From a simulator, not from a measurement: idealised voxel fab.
Name of the process module below: voxel capacitor over wiring
In the cross-section labelled cut, the width is 275 nm and each square cell is 5 nm.
Cross-section, as written here: a square-cell grid given band by band from the top down, where a band holds one or more rows of cells.
Within each band entry, the heights of the top and of the bottom of the band appear first, in that order and in nm; the materials of the band then follow from left to right, each with its corresponding width in nm. The designation "edge to edge" on a single material indicates that it fills the band from edge to edge; the designation "empty" indicates empty space.
Height 0 is the level under which the wafer as received is all one material. The lowest band goes on downwards, as in "from 0 down".
The expression "30->40" gives the width at the extremes of the band, the first number at its top row of cells and the second at its bottom row, with the width changing by equal amounts from each row to the next in between.
Where a step carries "nothing got changed", the cross-section came out of it unchanged, cell for cell.
"Non-vented voids": empty spaces of 8 cells or more with no open way to the top, each given as width x height at distance, distance from the left edge, all in nm.
The remark found on a step's line after its settings is issued by the simulator itself and pertains to that step.
overlay nm, on a step with a mask: how far to the right of its planned place the mask lay; to the left if negative
Steps planned for the process
1 RECEIVE | material Si
2 CONFORMAL_DEP | material SiO2 | thk nm 15
3 CONFORMAL_DEP | material SiN | thk nm 5
4 DIRECTIONAL_DEP | material SiO2 | thk nm 20
5 MASKED_ETCH | tone open | mask id METAL_1 | width nm 20 | pitch nm 70 | etch materials SiO2 | depth nm 20 | overlay nm 0
6 MASKED_ETCH | tone open | mask id METAL_1 | width nm 20 | pitch nm 70 | etch materials SiN | depth nm 5 | overlay nm 0
7 CONFORMAL_DEP | material TiN | thk nm 5
8 FILL_DEP | material W | thk nm 5
9 CMP | height nm 40
10 CONFORMAL_DEP | material SiCN | thk nm 5
11 DIRECTIONAL_DEP | material lowk | thk nm 10
12 PATTERN | tone open | mask id PLUG_1 | material resist | width nm 15 | thk nm 15 | overlay nm 0
13 DIRECTIONAL_ETCH | etch materials lowk | depth nm 10
14 DIRECTIONAL_ETCH | etch materials SiCN | depth nm 5
15 STRIP | etch materials resist
16 CONFORMAL_DEP | material TiN | thk nm 5
17 FILL_DEP | material Cu | thk nm 10
18 CMP | height nm 55
19 DIRECTIONAL_DEP | material TiN | thk nm 10
20 DIRECTIONAL_DEP | material SiN | thk nm 5
21 DIRECTIONAL_DEP | material TiN | thk nm 10
22 MASKED_ETCH | tone cover | mask id UPPER_PLATE | width nm 55 | etch materials TiN | depth nm 10 | overlay nm 0
23 MASKED_ETCH | tone cover | mask id UPPER_PLATE | width nm 55 | etch materials SiN | depth nm 5 | overlay nm 0
24 MASKED_ETCH | tone cover | mask id LOWER_PLATE | width nm 65 | etch materials TiN | depth nm 10 | overlay nm 0
25 FILL_DEP | material SiO2 | thk nm 15
26 CMP | height nm 90
27 MASKED_ETCH | tone open | mask id PLUG_2 | width nm 15 | etch materials SiO2 | depth nm 10 | overlay nm 0
28 CONFORMAL_DEP | material TiN | thk nm 5
29 FILL_DEP | material W | thk nm 10
30 CMP | height nm 90
31 CONFORMAL_DEP | material SiN | thk nm 5
First of the two wafers, run per plan
Delivered wafer in cross-section: state after step 1
	from 0 down: Si edge to edge
	Non-vented voids: none
Cross-section: wafer state after step 2
	from 15 to 0: SiO2 edge to edge
	below 0: unchanged
Cross-section: wafer state after step 3
	from 20 to 15: SiN edge to edge
	below 15: unchanged
Cross-section: wafer state after step 4
	from 40 to 20: SiO2 edge to edge
	below 20: unchanged
Cross-section: wafer state after step 5
	from 40 to 20: 90 nm SiO2  20 nm empty  50 nm SiO2  20 nm empty  95 nm SiO2
	below 20: unchanged
Cross-section: wafer state after step 6
	from 40 to 20: 90 nm SiO2  20 nm empty  50 nm SiO2  20 nm empty  95 nm SiO2
	from 20 to 15: 90 nm SiN  20 nm empty  50 nm SiN  20 nm empty  95 nm SiN
	below 15: unchanged
Cross-section: wafer state after step 7
	from 45 to 40: 95 nm TiN  10 nm empty  60 nm TiN  10 nm empty  100 nm TiN
	from 40 to 20: 90 nm SiO2  5 nm TiN  10 nm empty  5 nm TiN  50 nm SiO2  5 nm TiN  10 nm empty  5 nm TiN  95 nm SiO2
	from 20 to 15: 90 nm SiN  20 nm TiN  50 nm SiN  20 nm TiN  95 nm SiN
	below 15: unchanged
Cross-section: wafer state after step 8
	from 50 to 45: W edge to edge
	from 45 to 40: 95 nm TiN  10 nm W  60 nm TiN  10 nm W  100 nm TiN
	from 40 to 20: 90 nm SiO2  5 nm TiN  10 nm W  5 nm TiN  50 nm SiO2  5 nm TiN  10 nm W  5 nm TiN  95 nm SiO2
	below 20: unchanged
Cross-section: wafer state after step 9
	from 40 to 20: 90 nm SiO2  5 nm TiN  10 nm W  5 nm TiN  50 nm SiO2  5 nm TiN  10 nm W  5 nm TiN  95 nm SiO2
	below 20: unchanged
Cross-section: wafer state after step 10
	from 45 to 40: SiCN edge to edge
	below 40: unchanged
Cross-section: wafer state after step 11
	from 55 to 45: lowk edge to edge
	below 45: unchanged
Cross-section: wafer state after step 12
	from 70 to 55: 95 nm resist  15 nm empty  165 nm resist
	below 55: unchanged
Cross-section: wafer state after step 13
	from 70 to 55: 95 nm resist  15 nm empty  165 nm resist
	from 55 to 45: 95 nm lowk  15 nm empty  165 nm lowk
	below 45: unchanged
Cross-section: wafer state after step 14
	from 70 to 55: 95 nm resist  15 nm empty  165 nm resist
	from 55 to 45: 95 nm lowk  15 nm empty  165 nm lowk
	from 45 to 40: 95 nm SiCN  15 nm empty  165 nm SiCN
	below 40: unchanged
Cross-section: wafer state after step 15
	from 55 to 45: 95 nm lowk  15 nm empty  165 nm lowk
	below 45: unchanged
Cross-section: wafer state after step 16
	from 60 to 55: 100 nm TiN  5 nm empty  170 nm TiN
	from 55 to 45: 95 nm lowk  5 nm TiN  5 nm empty  5 nm TiN  165 nm lowk
	from 45 to 40: 95 nm SiCN  15 nm TiN  165 nm SiCN
	below 40: unchanged
Cross-section: wafer state after step 17
	from 70 to 60: Cu edge to edge
	from 60 to 55: 100 nm TiN  5 nm Cu  170 nm TiN
	from 55 to 45: 95 nm lowk  5 nm TiN  5 nm Cu  5 nm TiN  165 nm lowk
	below 45: unchanged
Cross-section: wafer state after step 18
	from 55 to 45: 95 nm lowk  5 nm TiN  5 nm Cu  5 nm TiN  165 nm lowk
	below 45: unchanged
Cross-section: wafer state after step 19
	from 65 to 55: TiN edge to edge
	below 55: unchanged
Cross-section: wafer state after step 20
	from 70 to 65: SiN edge to edge
	below 65: unchanged
Cross-section: wafer state after step 21
	from 80 to 70: TiN edge to edge
	below 70: unchanged
Cross-section: wafer state after step 22
	from 80 to 70: 95 nm empty  55 nm TiN  125 nm empty
	below 70: unchanged
Cross-section: wafer state after step 23
	from 80 to 70: 95 nm empty  55 nm TiN  125 nm empty
	from 70 to 65: 95 nm empty  55 nm SiN  125 nm empty
	below 65: unchanged
Cross-section: wafer state after step 24
	from 80 to 70: 95 nm empty  55 nm TiN  125 nm empty
	from 70 to 65: 95 nm empty  55 nm SiN  125 nm empty
	from 65 to 55: 90 nm empty  65 nm TiN  120 nm empty
	below 55: unchanged
Cross-section: wafer state after step 25
	from 95 to 80: SiO2 edge to edge
	from 80 to 70: 95 nm SiO2  55 nm TiN  125 nm SiO2
	from 70 to 65: 95 nm SiO2  55 nm SiN  125 nm SiO2
	from 65 to 55: 90 nm SiO2  65 nm TiN  120 nm SiO2
	below 55: unchanged
Cross-section: wafer state after step 26
	from 90 to 80: SiO2 edge to edge
	below 80: unchanged
Cross-section: wafer state after step 27
	from 90 to 80: 105 nm SiO2  15 nm empty  155 nm SiO2
	below 80: unchanged
Cross-section: wafer state after step 28
	from 95 to 90: 110 nm TiN  5 nm empty  160 nm TiN
	from 90 to 85: 105 nm SiO2  5 nm TiN  5 nm empty  5 nm TiN  155 nm SiO2
	from 85 to 80: 105 nm SiO2  15 nm TiN  155 nm SiO2
	below 80: unchanged
Cross-section: wafer state after step 29
	from 105 to 95: W edge to edge
	from 95 to 90: 110 nm TiN  5 nm W  160 nm TiN
	from 90 to 85: 105 nm SiO2  5 nm TiN  5 nm W  5 nm TiN  155 nm SiO2
	below 85: unchanged
Cross-section: wafer state after step 30
	from 90 to 85: 105 nm SiO2  5 nm TiN  5 nm W  5 nm TiN  155 nm SiO2
	below 85: unchanged
Cross-section: wafer state after step 31
	from 95 to 90: SiN edge to edge
	below 90: unchanged
Wafer two. Identical start, identical plan. One mistake in execution. Identical history through step 11
What the second wafer looks like in cross-section when step 12 should have wrapped up
	from 70 to 55: 90 nm resist  15 nm empty  170 nm resist
	below 55: unchanged
What the second wafer looks like in cross-section when step 13 should have wrapped up
	from 70 to 55: 90 nm resist  15 nm empty  170 nm resist
	from 55 to 45: 90 nm lowk  15 nm empty  170 nm lowk
	below 45: unchanged
What the second wafer looks like in cross-section when step 14 should have wrapped up
	from 70 to 55: 90 nm resist  15 nm empty  170 nm resist
	from 55 to 45: 90 nm lowk  15 nm empty  170 nm lowk
	from 45 to 40: 90 nm SiCN  15 nm empty  170 nm SiCN
	below 40: unchanged
What the second wafer looks like in cross-section when step 15 should have wrapped up
	from 55 to 45: 90 nm lowk  15 nm empty  170 nm lowk
	below 45: unchanged
What the second wafer looks like in cross-section when step 16 should have wrapped up
	from 60 to 55: 95 nm TiN  5 nm empty  175 nm TiN
	from 55 to 45: 90 nm lowk  5 nm TiN  5 nm empty  5 nm TiN  170 nm lowk
	from 45 to 40: 90 nm SiCN  15 nm TiN  170 nm SiCN
	below 40: unchanged
What the second wafer looks like in cross-section when step 17 should have wrapped up
	from 70 to 60: Cu edge to edge
	from 60 to 55: 95 nm TiN  5 nm Cu  175 nm TiN
	from 55 to 45: 90 nm lowk  5 nm TiN  5 nm Cu  5 nm TiN  170 nm lowk
	below 45: unchanged
What the second wafer looks like in cross-section when step 18 should have wrapped up
	from 55 to 45: 90 nm lowk  5 nm TiN  5 nm Cu  5 nm TiN  170 nm lowk
	below 45: unchanged
What the second wafer looks like in cross-section when step 19 should have wrapped up
	from 65 to 55: TiN edge to edge
	below 55: unchanged
What the second wafer looks like in cross-section when step 20 should have wrapped up
	from 70 to 65: SiN edge to edge
	below 65: unchanged
What the second wafer looks like in cross-section when step 21 should have wrapped up
	from 80 to 70: TiN edge to edge
	below 70: unchanged
What the second wafer looks like in cross-section when step 22 should have wrapped up
	from 80 to 70: 95 nm empty  55 nm TiN  125 nm empty
	below 70: unchanged
What the second wafer looks like in cross-section when step 23 should have wrapped up
	from 80 to 70: 95 nm empty  55 nm TiN  125 nm empty
	from 70 to 65: 95 nm empty  55 nm SiN  125 nm empty
	below 65: unchanged
What the second wafer looks like in cross-section when step 24 should have wrapped up
	from 80 to 70: 95 nm empty  55 nm TiN  125 nm empty
	from 70 to 65: 95 nm empty  55 nm SiN  125 nm empty
	from 65 to 55: 90 nm empty  65 nm TiN  120 nm empty
	below 55: unchanged
What the second wafer looks like in cross-section when step 25 should have wrapped up
	from 95 to 80: SiO2 edge to edge
	from 80 to 70: 95 nm SiO2  55 nm TiN  125 nm SiO2
	from 70 to 65: 95 nm SiO2  55 nm SiN  125 nm SiO2
	from 65 to 55: 90 nm SiO2  65 nm TiN  120 nm SiO2
	below 55: unchanged
What the second wafer looks like in cross-section when step 26 should have wrapped up
	from 90 to 80: SiO2 edge to edge
	below 80: unchanged
What the second wafer looks like in cross-section when step 27 should have wrapped up
	from 90 to 80: 105 nm SiO2  15 nm empty  155 nm SiO2
	below 80: unchanged
What the second wafer looks like in cross-section when step 28 should have wrapped up
	from 95 to 90: 110 nm TiN  5 nm empty  160 nm TiN
	from 90 to 85: 105 nm SiO2  5 nm TiN  5 nm empty  5 nm TiN  155 nm SiO2
	from 85 to 80: 105 nm SiO2  15 nm TiN  155 nm SiO2
	below 80: unchanged
What the second wafer looks like in cross-section when step 29 should have wrapped up
	from 105 to 95: W edge to edge
	from 95 to 90: 110 nm TiN  5 nm W  160 nm TiN
	from 90 to 85: 105 nm SiO2  5 nm TiN  5 nm W  5 nm TiN  155 nm SiO2
	below 85: unchanged
What the second wafer looks like in cross-section when step 30 should have wrapped up
	from 90 to 85: 105 nm SiO2  5 nm TiN  5 nm W  5 nm TiN  155 nm SiO2
	below 85: unchanged
What the second wafer looks like in cross-section when step 31 should have wrapped up
	from 95 to 90: SiN edge to edge
	below 90: unchanged
Run error: step 12 was processed under conditions differing from the plan, specifically as PATTERN | tone open | mask id PLUG_1 | material resist | width nm 15 | thk nm 15 | overlay nm -5
Final state: per-material cell counts identical on both wafers; locations differ.
